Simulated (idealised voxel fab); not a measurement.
The process module that follows is named voxel released beams.
Pictured: cross-section cut, 175 nm wide, on a grid of 5 nm square cells.
Heads up, the way a cross-section reads in here is a grid of square cells, handed over as bands from the top down, with every band being one or more rows of cells.
What a band's entry tells you: where the top is and where the bottom is, as heights in nm, and after that what lies inside, material by material from left to right, each with its width in nm. Empty space is written as the word "blank", and a single material marked with the word "full width" occupies the band from edge to edge.
The reference from which all heights are counted is 0, the level beneath which the as-received wafer is entirely one material; the lowest band, having no lower bound, proceeds downward and is written after the example "0 nm and below".
Per-row width for "30..40": begins at first number (top row of band), ends at second number (bottom row), increment between rows held constant.
What does "nothing got changed" mean for a step? It means no cell of the cross-section changed in that step.
For the entry "Completely enclosed voids", the listed items are empty spaces with no open way to the top whose size is 8 cells or more; each item follows the pattern width x height at distance, where distance is from the left edge and all three are in nm.
Note: text after step settings on the step line = simulator remark on that step.
What "overlay nm" on a step's line means: if the step has a mask, that mask lay this far to the right of its planned place, or, when the value is negative, to the left.
Planned process steps
1) RECEIVE [material Si]
2) CONFORMAL_DEP [material SiN] [thk nm 10]
3) DIRECTIONAL_DEP [material SiO2] [thk nm 15]
4) PATTERN [tone open] [mask id ANCHOR] [material resist] [width nm 35] [thk nm 20] [overlay nm 0]
5) DIRECTIONAL_ETCH [etch materials SiO2] [depth nm 15]
6) STRIP [etch materials resist]
7) CONFORMAL_DEP [material W] [thk nm 15]
8) MASKED_ETCH [tone cover] [mask id BEAM] [width nm 110] [etch materials W] [depth nm 15] [overlay nm 0]
9) STRIP [etch materials SiO2]
Heads up: all these wafers start the same, and what changes between them is the width nm in step 4. The value you see in the plan is just what the first wafer got.
Cross-section: the first of several wafers in its as-received state, i.e. following step 1
* 0 nm and below | Si full width
* Completely enclosed voids: none
Cross-section, first of several wafers, end of module, after last step 9
* 40 nm to 25 nm | 30 blank, 25 W, 5 blank, 80 W, 35 blank
* 25 nm to 10 nm | 40 blank, 35 W, 100 blank
* 10 nm to 0 nm | SiN full width
* 0 nm and below | Si full width
* Completely enclosed voids: none
Module end, final wafer: cross-section
* 40 nm to 25 nm | 30 blank, 15 W, 30 blank, 65 W, 35 blank
* 25 nm to 10 nm | 30 blank, 60 W, 85 blank
* 10 nm to 0 nm | SiN full width
* 0 nm and below | Si full width
* Completely enclosed voids: none
Per wafer (row), end of module: delta in cells per material since receipt, (+) for gained, (-) for lost; closed voids after that
width nm 35, +70 SiN, +84 W, Completely enclosed voids: none
width nm 40, +70 SiN, +84 W, Completely enclosed voids: none
width nm 45, +70 SiN, +84 W, Completely enclosed voids: none
width nm 50, +70 SiN, +84 W, Completely enclosed voids: none
width nm 55, +70 SiN, +84 W, Completely enclosed voids: none
width nm 60, +70 SiN, +84 W, Completely enclosed voids: none
